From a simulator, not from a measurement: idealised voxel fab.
Name of the process module below: voxel tone inversion
Section shown: cut. Width: 140 nm. Cell size: 5 nm, square.
This document writes a cross-section as a grid whose cells are square, and gives it as bands, listed from the top down; one or more rows of cells form a band. In this notation a band is specified by the heights of its top and bottom, in that order and in nm, after which its materials appear from left to right, each paired with its width in nm. The word "everywhere" attached to a single material means that material fills the band from edge to edge; the word "empty" stands for empty space. Note: height 0 marks the level under which the wafer is uniformly one material as received. Lowest band unbounded below, written "top 0, no bottom". A width such as "30 to 40" changes by the same amount from each row of cells to the next, from the band's top row to its bottom row. Take "nothing altered" at face value: in the step it is given for, the cross-section changed in none of its cells. Closed empty spaces (no open way to the top) of 8 cells or more are what "Internal closed voids" lists, each as width x height at distance from the left edge, nm for all three. On a step's line, text after the settings is the simulator commenting on that step. The optional step-line setting "overlay nm" applies to steps with a mask and quantifies how far to the right of its planned location the mask lay, a negative value indicating leftward placement.
HERE'S WHAT THE PLANNED PROCESS STEPS LOOK LIKE
- 1: op RECEIVE | material Si
- 2: op CONFORMAL_DEP | material SiCN | thk nm 10
- 3: op DIRECTIONAL_DEP | material aC | thk nm 20
- 4: op PATTERN | tone cover | mask id POSTS | material resist | width nm 15 | pitch nm 45 | thk nm 30 | overlay nm 0
- 5: op DIRECTIONAL_ETCH | etch materials aC | depth nm 20
- 6: op STRIP | etch materials resist
- 7: op FILL_DEP | material lowk | thk nm 5
- 8: op CMP | height nm 30
- 9: op STRIP | etch materials aC
Wafer-to-wafer difference: width nm, step 4. Common start. Plan = first wafer's value.
SO THIS IS THE FIRST OF SEVERAL WAFERS, CROSS-SECTIONED AS IT CAME TO US, MEANING IT'S AT THE END OF STEP 1
top 0, no bottom: Si everywhere
Internal closed voids: none
WAFER CROSS-SECTION (FIRST OF SEVERAL) - MODULE END, POST STEP 9 (LAST STEP)
top 30, bottom 10: 40 nm lowk  15 nm empty  30 nm lowk  15 nm empty  40 nm lowk
top 10, bottom 0: SiCN everywhere
top 0, no bottom: Si everywhere
Internal closed voids: none
WAFER CROSS-SECTION (LAST WAFER, MODULE END)
top 30, bottom 10: 35 nm lowk  30 nm empty  15 nm lowk  30 nm empty  30 nm lowk
top 10, bottom 0: SiCN everywhere
top 0, no bottom: Si everywhere
Internal closed voids: none
BELOW IS A PER-WAFER TABLE. IN IT, EACH ROW DESCRIBES THE WAFER AT THE END OF THE MODULE BY GIVING, FOR EACH MATERIAL, THE NUMBER OF CELLS GAINED (+) OR LOST (-) SINCE THE WAFER WAS RECEIVED, AND AFTER THAT THE CLOSED VOIDS OF THE WAFER
width nm 15, +56 SiCN, +88 lowk, Internal closed voids: none
width nm 20, +56 SiCN, +80 lowk, Internal closed voids: none
width nm 25, +56 SiCN, +72 lowk, Internal closed voids: none
width nm 30, +56 SiCN, +64 lowk, Internal closed voids: none
